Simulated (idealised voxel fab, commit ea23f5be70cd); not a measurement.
The name of this process module is voxel double patterning.
Shown is cross-section cut, with a width of 215 nm and square cells of size 5 nm.
Format of a cross-section: grid, square cells. Given as bands. Order: top down. Band: one or more rows of cells. Quick guide to a band line: top height, bottom height (nm) up front; then every material left to right with its width in nm. Only one material and it's marked "throughout"? Then it fills the band edge to edge. And "empty" just means empty space. The reference from which all heights are counted is 0, the level beneath which the as-received wafer is entirely one material; the lowest band, having no lower bound, proceeds downward and is written after the example "0 down". Per-row width for "30..40": begins at first number (top row of band), ends at second number (bottom row), increment between rows held constant. When a step is marked "nothing changed", none of the cells in the cross-section changed during that step. Any empty space of 8 cells or more lacking an open way to the top shows up in "Sealed-off cavities" as width x height at distance, distance from the left edge, in nm. On each step's line, the part that comes after the settings is the simulator's own comment on the step. "overlay nm" answers the question of how far to the right of plan the mask lay on a step that has a mask, and when it is negative the answer is to the left.
The planned process steps are enumerated hereunder:
1,RECEIVE,material Si
2,CONFORMAL_DEP,material SiO2,thk nm 5
3,DIRECTIONAL_DEP,material TiN,thk nm 20
4,DIRECTIONAL_DEP,material SiCN,thk nm 5
5,PATTERN,tone open,mask id FIRST,material resist,width nm 15,pitch nm 50,thk nm 15,overlay nm 0
6,DIRECTIONAL_ETCH,etch materials SiCN,depth nm 5
7,STRIP,etch materials resist
8,PATTERN,tone open,mask id SECOND,material resist,width nm 15,thk nm 20,overlay nm 0
9,DIRECTIONAL_ETCH,etch materials SiCN,depth nm 5
10,STRIP,etch materials resist
11,DIRECTIONAL_ETCH,etch materials TiN,depth nm 20
12,STRIP,etch materials SiCN
Step 1 complete: cross-section of the wafer as received:
0 down  Si throughout
Sealed-off cavities: none
Cross-section, first of two wafers, end of module, run as planned:
25 to 5  TiN=75, then empty=15, then TiN=10, then empty=15, then TiN=10, then empty=15, then TiN=75
5 to 0  SiO2 throughout
0 down  Si throughout
Sealed-off cavities: none
Presented here is a cross-section of the second of the two wafers as it stood at the end of the module. It was started in the same manner and assigned the same plan as the first wafer; however, one mistake was made in its execution:
25 to 5  TiN=75, then empty=15, then TiN=15, then empty=15, then TiN=5, then empty=15, then TiN=75
5 to 0  SiO2 throughout
0 down  Si throughout
Sealed-off cavities: none
So what did we get wrong on this run? step 8 deviated from plan and actually ran as PATTERN,tone open,mask id SECOND,material resist,width nm 15,thk nm 20,overlay nm 5
Both wafers, final: cells per material equal; arrangement not.
